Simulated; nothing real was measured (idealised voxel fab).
Proc. module: voxel transistor to metal
FYI the section here is cut, 165 nm wide, cells are 5 nm squares.
In what follows, cross-sections appear as grids of square cells, described through bands that run from the top down, where every band is one or more rows of cells. Within each band entry, the heights of the top and of the bottom of the band appear first, in that order and in nm; the materials of the band then follow from left to right, each with its corresponding width in nm. The designation "full width" on a single material indicates that it fills the band from edge to edge; the designation "blank" indicates empty space. Height 0 is the level under which the wafer as received is all one material. The lowest band goes on downwards, as in "0 nm and below". You'd read "30 to 40" like this: the band's top row of cells is as wide as the first number, its bottom row is as wide as the second, and going down, every row changes width by the same amount as the row before did. No cell of the cross-section changed in a step that is given as "no alteration". "Catalogued sealed voids" - sealed voids, min. 8 cells, no opening to top; format: width x height at distance (distance from left edge; nm throughout). after a step's settings: what the simulator itself notes on the step. Among the settings permitted on a step's line is "overlay nm"; applied to a step with a mask, it specifies the extent to which the mask lay to the right of its planned position, whereas a negative figure signifies a position to the left.
List of planned process steps
1: RECEIVE | material Si
2: CONFORMAL_DEP | material SiO2 | thk nm 5
3: CONFORMAL_DEP | material SiN | thk nm 10
4: PATTERN | tone cover | mask id ACTIVE | material resist | width nm 105 | thk nm 15 | overlay nm 0
5: DIRECTIONAL_ETCH | etch materials SiN | depth nm 10
6: DIRECTIONAL_ETCH | etch materials SiO2 | depth nm 5
7: DIRECTIONAL_ETCH | etch materials Si | depth nm 20
8: STRIP | etch materials resist
9: FILL_DEP | material SiO2 | thk nm 10
10: CMP | height nm 15
11: SELECTIVE_ETCH | etch materials SiO2 | depth nm 5
12: STRIP | etch materials SiN
13: SELECTIVE_ETCH | etch materials SiO2 | depth nm 5
14: OXIDIZE | depth nm 5
15: DIRECTIONAL_DEP | material polySi | thk nm 25
16: DIRECTIONAL_DEP | material SiCN | thk nm 10
17: DIRECTIONAL_DEP | material aC | thk nm 15
18: PATTERN | tone cover | mask id GATE | material resist | width nm 15 | thk nm 30 | overlay nm 0
19: DIRECTIONAL_ETCH | etch materials aC | depth nm 15
20: STRIP | etch materials resist
21: DIRECTIONAL_ETCH | etch materials SiCN | depth nm 20
22: DIRECTIONAL_ETCH | etch materials polySi | depth nm 35
23: STRIP | etch materials aC
24: CONFORMAL_DEP | material SiO2 | thk nm 5
25: DIRECTIONAL_ETCH | etch materials SiO2 | depth nm 5
26: CONFORMAL_DEP | material SiN | thk nm 5
27: DIRECTIONAL_ETCH | etch materials SiN | depth nm 5
28: DIRECTIONAL_ETCH | etch materials SiO2 | depth nm 5
29: EPI | material SiGe | thk nm 5
30: FILL_DEP | material SiO2 | thk nm 10
31: CMP | height nm 35
32: DIRECTIONAL_DEP | material SiO2 | thk nm 10
33: PATTERN | tone open | mask id CONTACT | material resist | width nm 20 | pitch nm 65 | thk nm 20 | overlay nm 0
34: DIRECTIONAL_ETCH | etch materials SiO2 | depth nm 45
35: STRIP | etch materials resist
36: CONFORMAL_DEP | material TiN | thk nm 5
37: FILL_DEP | material Ru | thk nm 5
38: CMP | height nm 45
39: DIRECTIONAL_DEP | material TiN | thk nm 5
40: DIRECTIONAL_DEP | material W | thk nm 20
41: MASKED_ETCH | tone cover | mask id METAL_1 | width nm 20 | pitch nm 65 | etch materials W | depth nm 20 | overlay nm 0
42: MASKED_ETCH | tone cover | mask id METAL_1 | width nm 20 | pitch nm 65 | etch materials TiN | depth nm 5 | overlay nm 0
43: CONFORMAL_DEP | material SiCN | thk nm 5
44: FILL_DEP | material lowk | thk nm 10
45: CMP | height nm 70
46: CONFORMAL_DEP | material SiN | thk nm 5
as received, after step 1
    0 nm and below  Si full width
    Catalogued sealed voids: none
Here's the cross-section of the first of our two wafers at the end of the module - it ran as planned
    75 nm to 70 nm  SiN full width
    70 nm to 50 nm  lowk 35 nm  SiCN 5 nm  W 20 nm  SiCN 5 nm  lowk 35 nm  SiCN 5 nm  W 20 nm  SiCN 5 nm  lowk 35 nm
    50 nm to 45 nm  SiCN 40 nm  TiN 20 nm  SiCN 45 nm  TiN 20 nm  SiCN 40 nm
    45 nm to 35 nm  SiO2 40 nm  TiN 5 nm  Ru 10 nm  TiN 5 nm  SiO2 45 nm  TiN 5 nm  Ru 10 nm  TiN 5 nm  SiO2 40 nm
    35 nm to 25 nm  SiO2 40 nm  TiN 5 nm  Ru 10 nm  TiN 5 nm  SiO2 5 nm  SiN 5 nm  SiO2 5 nm  SiCN 15 nm  SiO2 5 nm  SiN 5 nm  SiO2 5 nm  TiN 5 nm  Ru 10 nm  TiN 5 nm  SiO2 40 nm
    25 nm to 5 nm  SiO2 40 nm  TiN 5 nm  Ru 10 nm  TiN 5 nm  SiO2 5 nm  SiN 5 nm  SiO2 5 nm  polySi 15 nm  SiO2 5 nm  SiN 5 nm  SiO2 5 nm  TiN 5 nm  Ru 10 nm  TiN 5 nm  SiO2 40 nm
    5 nm to 0 nm  SiO2 30 nm  SiN 5 nm  SiO2 5 nm  TiN 20 nm  SiO2 5 nm  SiN 5 nm  SiO2 5 nm  polySi 15 nm  SiO2 5 nm  SiN 5 nm  SiO2 5 nm  TiN 20 nm  SiO2 5 nm  SiN 5 nm  SiO2 30 nm
    0 nm to -5 nm  SiO2 35 nm  SiGe 30 nm  SiO2 35 nm  SiGe 30 nm  SiO2 35 nm
    -5 nm to -20 nm  SiO2 30 nm  Si 105 nm  SiO2 30 nm
    -20 nm and below  Si full width
    Catalogued sealed voids: none
Wafer two cross-section, module end. Start and plan unchanged from wafer one; one mistake made during the run
    75 nm to 70 nm  SiN full width
    70 nm to 50 nm  lowk 35 nm  SiCN 5 nm  W 20 nm  SiCN 5 nm  lowk 35 nm  SiCN 5 nm  W 20 nm  SiCN 5 nm  lowk 35 nm
    50 nm to 45 nm  SiCN 40 nm  TiN 20 nm  SiCN 45 nm  TiN 20 nm  SiCN 40 nm
    45 nm to 35 nm  SiO2 40 nm  TiN 5 nm  Ru 10 nm  TiN 5 nm  SiO2 45 nm  TiN 5 nm  Ru 10 nm  TiN 5 nm  SiO2 40 nm
    35 nm to 25 nm  SiO2 40 nm  TiN 5 nm  Ru 10 nm  TiN 5 nm  SiN 5 nm  SiO2 5 nm  SiCN 25 nm  SiO2 5 nm  SiN 5 nm  TiN 5 nm  Ru 10 nm  TiN 5 nm  SiO2 40 nm
    25 nm to 5 nm  SiO2 40 nm  TiN 5 nm  Ru 10 nm  TiN 5 nm  SiN 5 nm  SiO2 5 nm  polySi 25 nm  SiO2 5 nm  SiN 5 nm  TiN 5 nm  Ru 10 nm  TiN 5 nm  SiO2 40 nm
    5 nm to 0 nm  SiO2 30 nm  SiN 5 nm  SiO2 5 nm  TiN 20 nm  SiN 5 nm  SiO2 5 nm  polySi 25 nm  SiO2 5 nm  SiN 5 nm  TiN 20 nm  SiO2 5 nm  SiN 5 nm  SiO2 30 nm
    0 nm to -5 nm  SiO2 35 nm  SiGe 25 nm  SiO2 45 nm  SiGe 25 nm  SiO2 35 nm
    -5 nm to -20 nm  SiO2 30 nm  Si 105 nm  SiO2 30 nm
    -20 nm and below  Si full width
    Catalogued sealed voids: none
The mistake made against the process plan was this: step 18 changed vs plan, executed as PATTERN | tone cover | mask id GATE | material resist | width nm 25 | thk nm 30 | overlay nm 0
Final wafer comparison in cells, second versus first, more or fewer per material: 4 more of SiCN; 2 fewer of SiGe; 12 fewer of SiO2; 10 more of polySi
